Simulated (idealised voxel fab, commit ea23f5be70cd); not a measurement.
voxel quadruple lines: a process module
FYI the section here is cut, 260 nm wide, cells are 5 nm squares.
A cross-section is a grid of square cells, given in bands from the top down. A band is one or more rows of cells.
Look at the band entry: it leads with the top's height and the bottom's height in nm. Then it lists the materials left to right, with a width in nm for each. The word "full width" on a single material says that material fills the band edge to edge. The word "air" is empty space.
Zero point of the height axis is 0; under it, received wafer = one material. Lowest band: continues down indefinitely, "0 and below".
When a width is written as two numbers, as in "30->40", the first number is the width in the top row of cells of the band and the second is the width in its bottom row, and the width changes by the same amount from each row to the next.
Take "changes: none" at face value: in the step it is given for, the cross-section changed in none of its cells.
Reported under the label "Entrapped void list" are the empty spaces having no open way to the top and comprising 8 cells or more; the notation for each is width x height at distance, in which the distance is measured from the left edge and all three values are in nm.
Note: text after step settings on the step line = simulator remark on that step.
The line of a step may include "overlay nm". On a step with a mask, this value is how far to the right of its planned place the mask lay. A negative value means the mask lay to the left.
PLANNED STEP LIST FOR THE PROCESS
1. RECEIVE with material Si
2. CONFORMAL_DEP with material Al2O3, thk nm 5
3. DIRECTIONAL_DEP with material Ru, thk nm 10
4. DIRECTIONAL_DEP with material polySi, thk nm 15
5. DIRECTIONAL_DEP with material aC, thk nm 25
6. PATTERN with tone cover, mask id MANDREL, material resist, width nm 30, pitch nm 80, thk nm 35, overlay nm -15
7. DIRECTIONAL_ETCH with etch materials aC, depth nm 25
8. STRIP with etch materials resist
9. CONFORMAL_DEP with material SiO2, thk nm 10
10. DIRECTIONAL_ETCH with etch materials SiO2, depth nm 10
11. STRIP with etch materials aC
12. DIRECTIONAL_ETCH with etch materials polySi, depth nm 15
13. STRIP with etch materials SiO2
14. CONFORMAL_DEP with material SiCN, thk nm 10
15. DIRECTIONAL_ETCH with etch materials SiCN, depth nm 10
16. STRIP with etch materials polySi
17. DIRECTIONAL_ETCH with etch materials Ru, depth nm 10
18. STRIP with etch materials SiCN
It is noted that the wafers described herein are identical at the outset and are distinguished by the overlay nm of step 6; the value stated in the plan corresponds to the first wafer.
THE AS-RECEIVED CROSS-SECTION OF THE FIRST OF SEVERAL WAFERS CORRESPONDS TO THE STATE AFTER STEP 1
- 0 and below  Si full width
- Entrapped void list: none
WHERE EACH WAFER STANDS AT THE END OF THE MODULE, A ROW APIECE: CELLS OF EACH MATERIAL GAINED (+) OR LOST (-) SINCE IT WAS RECEIVED, THEN CLOSED VOIDS
overlay nm -15; +52 Al2O3; +32 Ru; Entrapped void list: none
overlay nm -10; +52 Al2O3; +32 Ru; Entrapped void list: none
overlay nm -5; +52 Al2O3; +32 Ru; Entrapped void list: none
overlay nm 0; +52 Al2O3; +32 Ru; Entrapped void list: none
overlay nm 5; +52 Al2O3; +32 Ru; Entrapped void list: none
overlay nm 10; +52 Al2O3; +32 Ru; Entrapped void list: none
overlay nm 15; +52 Al2O3; +32 Ru; Entrapped void list: none
